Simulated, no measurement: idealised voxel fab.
process module | voxel transistor to metal
cross-section cut | 275 nm wide | cells 5 nm
A cross-section is a grid of square cells, given in bands from the top down. A band is one or more rows of cells.
Each band's line starts with the height of the band's top and of its bottom, in nm. Then come its materials from left to right, each with its width in nm. One material with "throughout" fills the band from edge to edge. "air" is empty space.
Height 0 is the level under which the wafer as received is all one material. The lowest band goes on downwards, as in "0 down".
A width such as "30 to 40" changes by the same amount from each row of cells to the next, from the band's top row to its bottom row.
"no change" after a step means that no cell of the cross-section changed.
closed voids: empty space of 8 cells or more with no open way to the top, each as width x height at its distance from the left edge, in nm
after a step's settings: what the simulator itself notes on the step
overlay nm, on a step with a mask: how far to the right of its planned place the mask lay; to the left if negative
plan
1 op RECEIVE | material Si
2 op CONFORMAL_DEP | material SiO2 | thk nm 5
3 op CONFORMAL_DEP | material SiN | thk nm 10
4 op PATTERN | tone cover | mask id ACTIVE | material resist | width nm 105 | pitch nm 125 | thk nm 20 | overlay nm 0
5 op DIRECTIONAL_ETCH | etch materials SiN | depth nm 10
6 op DIRECTIONAL_ETCH | etch materials SiO2 | depth nm 5
7 op DIRECTIONAL_ETCH | etch materials Si | depth nm 30
8 op STRIP | etch materials resist
9 op FILL_DEP | material SiO2 | thk nm 15
10 op CMP | height nm 15
11 op SELECTIVE_ETCH | etch materials SiO2 | depth nm 5
12 op STRIP | etch materials SiN
13 op SELECTIVE_ETCH | etch materials SiO2 | depth nm 5
14 op OXIDIZE | depth nm 5
15 op DIRECTIONAL_DEP | material polySi | thk nm 20
16 op DIRECTIONAL_DEP | material SiCN | thk nm 10
17 op PATTERN | tone cover | mask id GATE | material resist | width nm 25 | pitch nm 125 | thk nm 20 | overlay nm 0
18 op DIRECTIONAL_ETCH | etch materials SiCN | depth nm 20
19 op DIRECTIONAL_ETCH | etch materials polySi | depth nm 30
20 op STRIP | etch materials resist
21 op CONFORMAL_DEP | material SiN | thk nm 10
22 op DIRECTIONAL_ETCH | etch materials SiN | depth nm 10
23 op DIRECTIONAL_ETCH | etch materials SiO2 | depth nm 5
24 op DIRECTIONAL_ETCH | etch materials Si | depth nm 10
25 op EPI | material SiGe | thk nm 15
26 op FILL_DEP | material SiO2 | thk nm 5
27 op CMP | height nm 30
28 op DIRECTIONAL_DEP | material SiO2 | thk nm 15
29 op DIRECTIONAL_DEP | material aC | thk nm 10
30 op PATTERN | tone open | mask id CONTACT | material resist | width nm 30 | thk nm 25 | overlay nm 0
31 op DIRECTIONAL_ETCH | etch materials aC | depth nm 10
32 op STRIP | etch materials resist
33 op DIRECTIONAL_ETCH | etch materials SiO2 | depth nm 35
34 op STRIP | etch materials aC
35 op CONFORMAL_DEP | material TiN | thk nm 5
36 op FILL_DEP | material W | thk nm 5
37 op CMP | height nm 45
38 op CONFORMAL_DEP | material SiCN | thk nm 5
39 op DIRECTIONAL_DEP | material lowk | thk nm 15
40 op MASKED_ETCH | tone open | mask id METAL_1 | width nm 20 | etch materials lowk | depth nm 15 | overlay nm 0
41 op MASKED_ETCH | tone open | mask id METAL_1 | width nm 20 | etch materials SiCN | depth nm 5 | overlay nm 0
42 op CONFORMAL_DEP | material TiN | thk nm 5
43 op FILL_DEP | material Ru | thk nm 5
44 op CMP | height nm 65
45 op CONFORMAL_DEP | material SiN | thk nm 5
as received, after step 1
  0 down: Si throughout
  closed voids: none
first wafer at the end, as planned
  70 to 65: SiN throughout
  65 to 50: lowk 25 | TiN 5 | Ru 10 | TiN 5 | lowk 55 | TiN 5 | Ru 10 | TiN 5 | lowk 30 | TiN 5 | Ru 10 | TiN 5 | lowk 55 | TiN 5 | Ru 10 | TiN 5 | lowk 30
  50 to 45: SiCN 25 | TiN 20 | SiCN 55 | TiN 20 | SiCN 30 | TiN 20 | SiCN 55 | TiN 20 | SiCN 30
  45 to 35: SiO2 25 | TiN 5 | W 20 | TiN 5 | SiO2 35 | TiN 5 | W 20 | TiN 5 | SiO2 30 | TiN 5 | W 20 | TiN 5 | SiO2 35 | TiN 5 | W 20 | TiN 5 | SiO2 30
  35 to 30: SiO2 25 | TiN 5 | W 15 | TiN 10 | SiO2 35 | TiN 10 | W 15 | TiN 5 | SiO2 30 | TiN 5 | W 15 | TiN 10 | SiO2 35 | TiN 10 | W 15 | TiN 5 | SiO2 30
  30 to 20: SiO2 25 | TiN 5 | W 15 | TiN 5 | SiN 10 | SiCN 25 | SiN 10 | TiN 5 | W 15 | TiN 5 | SiO2 30 | TiN 5 | W 15 | TiN 5 | SiN 10 | SiCN 25 | SiN 10 | TiN 5 | W 15 | TiN 5 | SiO2 30
  20 to 15: SiO2 25 | TiN 5 | W 15 | TiN 5 | SiN 10 | polySi 25 | SiN 10 | TiN 5 | W 15 | TiN 5 | SiO2 30 | TiN 5 | W 15 | TiN 5 | SiN 10 | polySi 25 | SiN 10 | TiN 5 | W 15 | TiN 5 | SiO2 30
  15 to 10: SiO2 25 | TiN 25 | SiN 10 | polySi 25 | SiN 10 | TiN 25 | SiO2 30 | TiN 25 | SiN 10 | polySi 25 | SiN 10 | TiN 25 | SiO2 30
  10 to 5: SiO2 20 | SiGe 30 | SiN 10 | polySi 25 | SiN 10 | SiGe 30 | SiO2 20 | SiGe 30 | SiN 10 | polySi 25 | SiN 10 | SiGe 30 | SiO2 25
  5 to 0: SiO2 15 | SiN 10 | SiGe 25 | SiN 10 | polySi 25 | SiN 10 | SiGe 25 | SiN 10 | SiO2 10 | SiN 10 | SiGe 25 | SiN 10 | polySi 25 | SiN 10 | SiGe 25 | SiN 10 | SiO2 20
  0 to -5: SiO2 25 | SiGe 25 | SiO2 45 | SiGe 25 | SiO2 30 | SiGe 25 | SiO2 45 | SiGe 25 | SiO2 30
  -5 to -15: SiO2 20 | Si 5 | SiGe 25 | Si 45 | SiGe 25 | Si 5 | SiO2 20 | Si 5 | SiGe 25 | Si 45 | SiGe 25 | Si 5 | SiO2 25
  -15 to -30: SiO2 20 | Si 105 | SiO2 20 | Si 105 | SiO2 25
  -30 down: Si throughout
  closed voids: none
second wafer at the end: like start, like plan, one mistake
  70 to 65: SiN throughout
  65 to 50: lowk 25 | TiN 5 | Ru 10 | TiN 5 | lowk 55 | TiN 5 | Ru 10 | TiN 5 | lowk 30 | TiN 5 | Ru 10 | TiN 5 | lowk 55 | TiN 5 | Ru 10 | TiN 5 | lowk 30
  50 to 45: SiCN 25 | TiN 20 | SiCN 55 | TiN 20 | SiCN 30 | TiN 20 | SiCN 55 | TiN 20 | SiCN 30
  45 to 35: SiO2 25 | TiN 5 | W 20 | TiN 5 | SiO2 35 | TiN 5 | W 20 | TiN 5 | SiO2 30 | TiN 5 | W 20 | TiN 5 | SiO2 35 | TiN 5 | W 20 | TiN 5 | SiO2 30
  35 to 30: SiO2 25 | TiN 5 | W 15 | TiN 10 | SiO2 35 | TiN 10 | W 15 | TiN 5 | SiO2 30 | TiN 5 | W 15 | TiN 10 | SiO2 35 | TiN 10 | W 15 | TiN 5 | SiO2 30
  30 to 25: SiO2 25 | TiN 25 | SiN 10 | SiCN 25 | SiN 10 | TiN 25 | SiO2 30 | TiN 25 | SiN 10 | SiCN 25 | SiN 10 | TiN 25 | SiO2 30
  25 to 20: SiO2 50 | SiN 10 | SiCN 25 | SiN 10 | SiO2 80 | SiN 10 | SiCN 25 | SiN 10 | SiO2 55
  20 to 10: SiO2 50 | SiN 10 | polySi 25 | SiN 10 | SiO2 80 | SiN 10 | polySi 25 | SiN 10 | SiO2 55
  10 to 5: SiO2 20 | SiGe 30 | SiN 10 | polySi 25 | SiN 10 | SiGe 30 | SiO2 20 | SiGe 30 | SiN 10 | polySi 25 | SiN 10 | SiGe 30 | SiO2 25
  5 to 0: SiO2 15 | SiN 10 | SiGe 25 | SiN 10 | polySi 25 | SiN 10 | SiGe 25 | SiN 10 | SiO2 10 | SiN 10 | SiGe 25 | SiN 10 | polySi 25 | SiN 10 | SiGe 25 | SiN 10 | SiO2 20
  0 to -5: SiO2 25 | SiGe 25 | SiO2 45 | SiGe 25 | SiO2 30 | SiGe 25 | SiO2 45 | SiGe 25 | SiO2 30
  -5 to -15: SiO2 20 | Si 5 | SiGe 25 | Si 45 | SiGe 25 | Si 5 | SiO2 20 | Si 5 | SiGe 25 | Si 45 | SiGe 25 | Si 5 | SiO2 25
  -15 to -30: SiO2 20 | Si 105 | SiO2 20 | Si 105 | SiO2 25
  -30 down: Si throughout
  closed voids: none
what went wrong: step 28 was run twice
at the end the second wafer has, in cells: 60 more of SiO2 | 24 fewer of TiN | 36 fewer of W
